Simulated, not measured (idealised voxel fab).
The process module presented herein is designated voxel transistor to metal.
Cross-section cut spans 150 nm and uses square cells 5 nm in size.
A cross-section is a grid of square cells, given in bands from the top down. A band is one or more rows of cells. Within each band entry, the heights of the top and of the bottom of the band appear first, in that order and in nm; the materials of the band then follow from left to right, each with its corresponding width in nm. The designation "throughout" on a single material indicates that it fills the band from edge to edge; the designation "air" indicates empty space. Beneath 0, the wafer as received is one material, and that level is where height counting begins. The lowest band goes on downward without a bottom; it is written like "from 0 down". The expression "30 to 40" gives the width at the extremes of the band, the first number at its top row of cells and the second at its bottom row, with the width changing by equal amounts from each row to the next in between. Step marked "nothing changed"? Then no cell in the cross-section changed in it. Each empty space that has no open way to the top and spans at least 8 cells appears under "Fully sealed voids" as width x height at distance, the distance counted from the left edge, all in nm. On a step's line, text after the settings is the simulator commenting on that step. overlay nm: on a step with a mask, how far right of its planned place the mask lay; negative means left.
LIST OF PLANNED PROCESS STEPS
1: RECEIVE | material Si
2: CONFORMAL_DEP | material SiO2 | thk nm 5
3: CONFORMAL_DEP | material SiN | thk nm 10
4: DIRECTIONAL_DEP | material aC | thk nm 15
5: PATTERN | tone cover | mask id ACTIVE | material resist | width nm 115 | thk nm 35 | overlay nm 0
6: DIRECTIONAL_ETCH | etch materials aC | depth nm 15
7: STRIP | etch materials resist
8: DIRECTIONAL_ETCH | etch materials SiN | depth nm 10
9: DIRECTIONAL_ETCH | etch materials SiO2 | depth nm 5
10: DIRECTIONAL_ETCH | etch materials Si | depth nm 35
11: STRIP | etch materials aC
12: FILL_DEP | material SiO2 | thk nm 10
13: CMP | height nm 15
14: SELECTIVE_ETCH | etch materials SiO2 | depth nm 5
15: STRIP | etch materials SiN
16: SELECTIVE_ETCH | etch materials SiO2 | depth nm 5
17: OXIDIZE | depth nm 5
18: DIRECTIONAL_DEP | material polySi | thk nm 30
19: DIRECTIONAL_DEP | material SiCN | thk nm 15
20: DIRECTIONAL_DEP | material aC | thk nm 15
21: PATTERN | tone cover | mask id GATE | material resist | width nm 35 | thk nm 35 | overlay nm 0
22: DIRECTIONAL_ETCH | etch materials aC | depth nm 15
23: STRIP | etch materials resist
24: DIRECTIONAL_ETCH | etch materials SiCN | depth nm 25
25: DIRECTIONAL_ETCH | etch materials polySi | depth nm 40
26: STRIP | etch materials aC
27: CONFORMAL_DEP | material SiN | thk nm 10
28: DIRECTIONAL_ETCH | etch materials SiN | depth nm 10
29: DIRECTIONAL_ETCH | etch materials SiO2 | depth nm 5
30: DIRECTIONAL_ETCH | etch materials Si | depth nm 15
31: EPI | material pSi | thk nm 15
32: FILL_DEP | material SiO2 | thk nm 5
33: CMP | height nm 30
34: STRIP | etch materials polySi
35: SELECTIVE_ETCH | etch materials SiO2 | depth nm 5
36: CONFORMAL_DEP | material HfO2 | thk nm 5
37: CONFORMAL_DEP | material TiN | thk nm 5
38: FILL_DEP | material W | thk nm 5
39: CMP | height nm 25
40: DIRECTIONAL_DEP | material SiO2 | thk nm 10
41: DIRECTIONAL_DEP | material aC | thk nm 15
42: PATTERN | tone open | mask id CONTACT | material resist | width nm 15 | pitch nm 90 | thk nm 35 | overlay nm 0
43: DIRECTIONAL_ETCH | etch materials aC | depth nm 15
44: STRIP | etch materials resist
45: DIRECTIONAL_ETCH | etch materials SiO2 | depth nm 25
46: STRIP | etch materials aC
47: CONFORMAL_DEP | material TiN | thk nm 5
48: FILL_DEP | material Ru | thk nm 10
49: CMP | height nm 35
50: DIRECTIONAL_DEP | material TiN | thk nm 5
51: DIRECTIONAL_DEP | material W | thk nm 20
52: PATTERN | tone cover | mask id METAL_1 | material resist | width nm 15 | pitch nm 90 | thk nm 20 | overlay nm 0
53: DIRECTIONAL_ETCH | etch materials W | depth nm 20
54: DIRECTIONAL_ETCH | etch materials TiN | depth nm 5
55: STRIP | etch materials resist
56: CONFORMAL_DEP | material SiN | thk nm 5
57: FILL_DEP | material lowk | thk nm 10
58: CMP | height nm 60
59: CONFORMAL_DEP | material SiCN | thk nm 5
60: DIRECTIONAL_DEP | material lowk | thk nm 25
61: MASKED_ETCH | tone open | mask id METAL_2 | width nm 15 | pitch nm 90 | etch materials lowk | depth nm 15 | overlay nm 0
62: MASKED_ETCH | tone open | mask id METAL_2_HOLES | width nm 15 | pitch nm 90 | etch materials lowk | depth nm 10 | overlay nm 0
63: MASKED_ETCH | tone open | mask id METAL_2_HOLES | width nm 15 | pitch nm 90 | etch materials SiCN | depth nm 5 | overlay nm 0
64: CONFORMAL_DEP | material TiN | thk nm 5
65: FILL_DEP | material Ru | thk nm 5
66: CMP | height nm 90
67: CONFORMAL_DEP | material SiCN | thk nm 5
DELIVERED WAFER IN CROSS-SECTION: STATE AFTER STEP 1
> from 0 down = Si throughout
> Fully sealed voids: none
CROSS-SECTION TAKEN AT MODULE COMPLETION ON THE FIRST OF TWO WAFERS; PROCESSED PER THE PLAN
> from 95 to 90 = SiCN throughout
> from 90 to 65 = 20 lowk | 5 TiN | 5 Ru | 5 TiN | 75 lowk | 5 TiN | 5 Ru | 5 TiN | 25 lowk
> from 65 to 60 = 20 SiCN | 15 TiN | 75 SiCN | 15 TiN | 25 SiCN
> from 60 to 40 = 15 lowk | 5 SiN | 15 W | 5 SiN | 65 lowk | 5 SiN | 15 W | 5 SiN | 20 lowk
> from 40 to 35 = 20 SiN | 15 TiN | 75 SiN | 15 TiN | 25 SiN
> from 35 to 25 = 20 SiO2 | 5 TiN | 5 Ru | 5 TiN | 75 SiO2 | 5 TiN | 5 Ru | 5 TiN | 25 SiO2
> from 25 to 15 = 20 SiO2 | 5 TiN | 5 Ru | 5 TiN | 10 SiO2 | 10 SiN | 5 HfO2 | 5 TiN | 15 W | 5 TiN | 5 HfO2 | 10 SiN | 10 SiO2 | 5 TiN | 5 Ru | 5 TiN | 25 SiO2
> from 15 to 10 = 20 SiO2 | 15 TiN | 10 SiO2 | 10 SiN | 5 HfO2 | 5 TiN | 15 W | 5 TiN | 5 HfO2 | 10 SiN | 10 SiO2 | 15 TiN | 25 SiO2
> from 10 to 5 = 15 SiO2 | 30 pSi | 10 SiN | 5 HfO2 | 5 TiN | 15 W | 5 TiN | 5 HfO2 | 10 SiN | 30 pSi | 20 SiO2
> from 5 to 0 = 10 SiO2 | 10 SiN | 25 pSi | 10 SiN | 5 HfO2 | 25 TiN | 5 HfO2 | 10 SiN | 25 pSi | 10 SiN | 15 SiO2
> from 0 to -5 = 20 SiO2 | 25 pSi | 5 SiO2 | 45 HfO2 | 5 SiO2 | 25 pSi | 25 SiO2
> from -5 to -20 = 15 SiO2 | 5 Si | 25 pSi | 55 Si | 25 pSi | 5 Si | 20 SiO2
> from -20 to -35 = 15 SiO2 | 115 Si | 20 SiO2
> from -35 down = Si throughout
> Fully sealed voids: none
PRESENTED HERE IS A CROSS-SECTION OF THE SECOND OF THE TWO WAFERS AS IT STOOD AT THE END OF THE MODULE. IT WAS STARTED IN THE SAME MANNER AND ASSIGNED THE SAME PLAN AS THE FIRST WAFER; HOWEVER, ONE MISTAKE WAS MADE IN ITS EXECUTION
> from 95 to 90 = SiCN throughout
> from 90 to 85 = 20 SiCN | 15 TiN | 75 SiCN | 15 TiN | 25 SiCN
> from 85 to 60 = lowk throughout
> from 60 to 40 = 15 lowk | 5 SiN | 15 W | 5 SiN | 65 lowk | 5 SiN | 15 W | 5 SiN | 20 lowk
> from 40 to 35 = 20 SiN | 15 TiN | 75 SiN | 15 TiN | 25 SiN
> from 35 to 25 = 20 SiO2 | 5 TiN | 5 Ru | 5 TiN | 75 SiO2 | 5 TiN | 5 Ru | 5 TiN | 25 SiO2
> from 25 to 15 = 20 SiO2 | 5 TiN | 5 Ru | 5 TiN | 10 SiO2 | 10 SiN | 5 HfO2 | 5 TiN | 15 W | 5 TiN | 5 HfO2 | 10 SiN | 10 SiO2 | 5 TiN | 5 Ru | 5 TiN | 25 SiO2
> from 15 to 10 = 20 SiO2 | 15 TiN | 10 SiO2 | 10 SiN | 5 HfO2 | 5 TiN | 15 W | 5 TiN | 5 HfO2 | 10 SiN | 10 SiO2 | 15 TiN | 25 SiO2
> from 10 to 5 = 15 SiO2 | 30 pSi | 10 SiN | 5 HfO2 | 5 TiN | 15 W | 5 TiN | 5 HfO2 | 10 SiN | 30 pSi | 20 SiO2
> from 5 to 0 = 10 SiO2 | 10 SiN | 25 pSi | 10 SiN | 5 HfO2 | 25 TiN | 5 HfO2 | 10 SiN | 25 pSi | 10 SiN | 15 SiO2
> from 0 to -5 = 20 SiO2 | 25 pSi | 5 SiO2 | 45 HfO2 | 5 SiO2 | 25 pSi | 25 SiO2
> from -5 to -20 = 15 SiO2 | 5 Si | 25 pSi | 55 Si | 25 pSi | 5 Si | 20 SiO2
> from -20 to -35 = 15 SiO2 | 115 Si | 20 SiO2
> from -35 down = Si throughout
> Fully sealed voids: none
Finding, execution versus plan: steps 59 and 60: order swapped relative to plan
Final wafer comparison in cells, second versus first, more or fewer per material: Ru -10; TiN -20; lowk +30
